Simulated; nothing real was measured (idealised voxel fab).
The following is a process module called voxel transistor to metal.
Xsec cut, 195 nm wide, square cell size 5 nm.
Each cross-section below is a grid of square cells, stated as bands in top-down order, with one or more rows of cells making up each band.
Band entry format. Leading values: height of top, height of bottom, nm. Remainder: materials in left-to-right order, each with its width in nm. Special words: "all across" on a single material, which then fills the band edge to edge; "air", empty space.
Zero point of the height axis is 0; under it, received wafer = one material. Lowest band: continues down indefinitely, "z 0 and below".
With a width like "30->40", each row of cells in the band differs from the next by the same amount, the top row carrying the first number and the bottom row the second.
Step note "nothing different" = no cross-section cell changed.
So "Closed cavities" is basically the list of trapped voids: any empty space of 8 cells or more that can't reach the top through an opening. They're written width x height at distance, the distance being from the left edge, and it's all nm.
Whatever follows a step's settings on its line is a remark the simulator itself makes about that step.
"overlay nm" on a masked step: distance the mask lay right of its planned place, negative for left.

## Process steps foreseen in the plan
1. RECEIVE [material Si]
2. OXIDIZE [depth nm 5]
3. CONFORMAL_DEP [material SiN] [thk nm 5]
4. MASKED_ETCH [tone cover] [mask id ACTIVE] [width nm 115] [etch materials SiN] [depth nm 10] [overlay nm 0]
5. MASKED_ETCH [tone cover] [mask id ACTIVE] [width nm 115] [etch materials SiO2] [depth nm 5] [overlay nm 0]
6. MASKED_ETCH [tone cover] [mask id ACTIVE] [width nm 115] [etch materials Si] [depth nm 30] [overlay nm 0]
7. FILL_DEP [material SiO2] [thk nm 15]
8. CMP [height nm 10]
9. SELECTIVE_ETCH [etch materials SiO2] [depth nm 10]
10. STRIP [etch materials SiN]
11. SELECTIVE_ETCH [etch materials SiO2] [depth nm 5]
12. OXIDIZE [depth nm 5]
13. DIRECTIONAL_DEP [material polySi] [thk nm 25]
14. DIRECTIONAL_DEP [material SiCN] [thk nm 15]
15. PATTERN [tone cover] [mask id GATE] [material resist] [width nm 35] [thk nm 15] [overlay nm 0]
16. DIRECTIONAL_ETCH [etch materials SiCN] [depth nm 25]
17. DIRECTIONAL_ETCH [etch materials polySi] [depth nm 35]
18. STRIP [etch materials resist]
19. CONFORMAL_DEP [material SiN] [thk nm 10]
20. DIRECTIONAL_ETCH [etch materials SiN] [depth nm 10]
21. DIRECTIONAL_ETCH [etch materials SiO2] [depth nm 5]
22. EPI [material SiGe] [thk nm 5]
23. FILL_DEP [material SiO2] [thk nm 5]
24. CMP [height nm 20]
25. STRIP [etch materials polySi]
26. SELECTIVE_ETCH [etch materials SiO2] [depth nm 5]
27. CONFORMAL_DEP [material HfO2] [thk nm 5]
28. CONFORMAL_DEP [material TiN] [thk nm 5]
29. FILL_DEP [material W] [thk nm 10]
30. CMP [height nm 15]
31. DIRECTIONAL_DEP [material SiO2] [thk nm 10]
32. MASKED_ETCH [tone open] [mask id CONTACT] [width nm 15] [pitch nm 80] [etch materials SiO2] [depth nm 30] [overlay nm 0]
33. CONFORMAL_DEP [material TiN] [thk nm 5]
34. FILL_DEP [material W] [thk nm 10]
35. CMP [height nm 25]
36. CONFORMAL_DEP [material SiCN] [thk nm 5]
37. DIRECTIONAL_DEP [material SiO2] [thk nm 15]
38. MASKED_ETCH [tone open] [mask id METAL_1] [width nm 15] [pitch nm 80] [etch materials SiO2] [depth nm 15] [overlay nm 0]
39. MASKED_ETCH [tone open] [mask id METAL_1] [width nm 15] [pitch nm 80] [etch materials SiCN] [depth nm 5] [overlay nm 0]
40. CONFORMAL_DEP [material TiN] [thk nm 5]
41. FILL_DEP [material W] [thk nm 10]
42. CMP [height nm 45]
43. CONFORMAL_DEP [material SiCN] [thk nm 5]
44. DIRECTIONAL_DEP [material SiO2] [thk nm 35]
45. MASKED_ETCH [tone open] [mask id METAL_2] [width nm 15] [pitch nm 80] [etch materials SiO2] [depth nm 20] [overlay nm 0]
46. DIRECTIONAL_DEP [material aC] [thk nm 15]
47. PATTERN [tone open] [mask id METAL_2_HOLES] [material resist] [width nm 15] [pitch nm 80] [thk nm 30] [overlay nm 0]
48. DIRECTIONAL_ETCH [etch materials aC] [depth nm 15]
49. STRIP [etch materials resist]
50. DIRECTIONAL_ETCH [etch materials SiO2] [depth nm 15]
51. DIRECTIONAL_ETCH [etch materials SiCN] [depth nm 5]
52. STRIP [etch materials aC]
53. CONFORMAL_DEP [material TiN] [thk nm 5]
54. FILL_DEP [material Ru] [thk nm 10]
55. CMP [height nm 85]
56. CONFORMAL_DEP [material SiN] [thk nm 5]
Every wafer here starts from the same state; it is the step 3 thk nm that distinguishes them, and the value the plan gives belongs to the first wafer.

## Received wafers, first of several: cross-section after step 1
    z 0 and below = Si all across
    Closed cavities: none

## The cross-section of the first of several wafers is given below for the end of the module, after its final step, step 56
    z 90 to 85 = SiN all across
    z 85 to 50 = SiO2 (50); TiN (5); Ru (5); TiN (5); SiO2 (65); TiN (5); Ru (5); TiN (5); SiO2 (50)
    z 50 to 45 = SiCN (50); TiN (15); SiCN (65); TiN (15); SiCN (50)
    z 45 to 30 = SiO2 (50); TiN (5); W (5); TiN (5); SiO2 (65); TiN (5); W (5); TiN (5); SiO2 (50)
    z 30 to 25 = SiCN (50); TiN (15); SiCN (65); TiN (15); SiCN (50)
    z 25 to 15 = SiO2 (50); TiN (5); W (5); TiN (5); SiO2 (65); TiN (5); W (5); TiN (5); SiO2 (50)
    z 15 to 0 = SiO2 (50); TiN (5); W (5); TiN (5); SiO2 (5); SiN (10); HfO2 (5); TiN (5); W (15); TiN (5); HfO2 (5); SiN (10); SiO2 (5); TiN (5); W (5); TiN (5); SiO2 (50)
    z 0 to -5 = SiO2 (50); TiN (15); SiO2 (5); SiN (10); HfO2 (5); TiN (25); HfO2 (5); SiN (10); SiO2 (5); TiN (15); SiO2 (50)
    z -5 to -10 = SiO2 (35); SiGe (35); SiO2 (5); HfO2 (45); SiO2 (5); SiGe (35); SiO2 (35)
    z -10 to -35 = SiO2 (40); Si (115); SiO2 (40)
    z -35 and below = Si all across
    Closed cavities: none

## Of the several wafers, the last: cross-section at the end of the module
    z 90 to 85 = SiN all across
    z 85 to 50 = SiO2 (50); TiN (5); Ru (5); TiN (5); SiO2 (65); TiN (5); Ru (5); TiN (5); SiO2 (50)
    z 50 to 45 = SiCN (50); TiN (15); SiCN (65); TiN (15); SiCN (50)
    z 45 to 30 = SiO2 (50); TiN (5); W (5); TiN (5); SiO2 (65); TiN (5); W (5); TiN (5); SiO2 (50)
    z 30 to 25 = SiCN (50); TiN (15); SiCN (65); TiN (15); SiCN (50)
    z 25 to 15 = SiO2 (50); TiN (5); W (5); TiN (5); SiO2 (65); TiN (5); W (5); TiN (5); SiO2 (50)
    z 15 to 0 = SiO2 (50); TiN (5); W (5); TiN (5); SiO2 (5); SiN (10); HfO2 (5); TiN (5); W (15); TiN (5); HfO2 (5); SiN (10); SiO2 (5); TiN (5); W (5); TiN (5); SiO2 (50)
    z 0 to -5 = SiO2 (50); TiN (15); SiO2 (5); SiN (10); HfO2 (5); TiN (25); HfO2 (5); SiN (10); SiO2 (5); TiN (15); SiO2 (50)
    z -5 to -10 = SiGe (70); SiO2 (5); HfO2 (45); SiO2 (5); SiGe (70)
    z -10 and below = Si all across
    Closed cavities: none

## So in this table every wafer gets its own row, and what you see is where it stands at the end of the module: for each material, how many cells it picked up (+) or gave up (-) since we received it, and after that its closed voids
thk nm 5 | +17 HfO2 | +14 Ru | -158 Si | +66 SiCN | +14 SiGe | +55 SiN | +580 SiO2 | +89 TiN | +25 W | Closed cavities: none
thk nm 10 | +17 HfO2 | +14 Ru | -158 Si | +66 SiCN | +14 SiGe | +55 SiN | +580 SiO2 | +89 TiN | +25 W | Closed cavities: none
thk nm 15 | +17 HfO2 | +14 Ru | -78 Si | +66 SiCN | +28 SiGe | +55 SiN | +486 SiO2 | +89 TiN | +25 W | Closed cavities: none
thk nm 20 | +17 HfO2 | +14 Ru | -78 Si | +66 SiCN | +28 SiGe | +55 SiN | +486 SiO2 | +89 TiN | +25 W | Closed cavities: none
thk nm 25 | +17 HfO2 | +14 Ru | -78 Si | +66 SiCN | +28 SiGe | +55 SiN | +486 SiO2 | +89 TiN | +25 W | Closed cavities: none
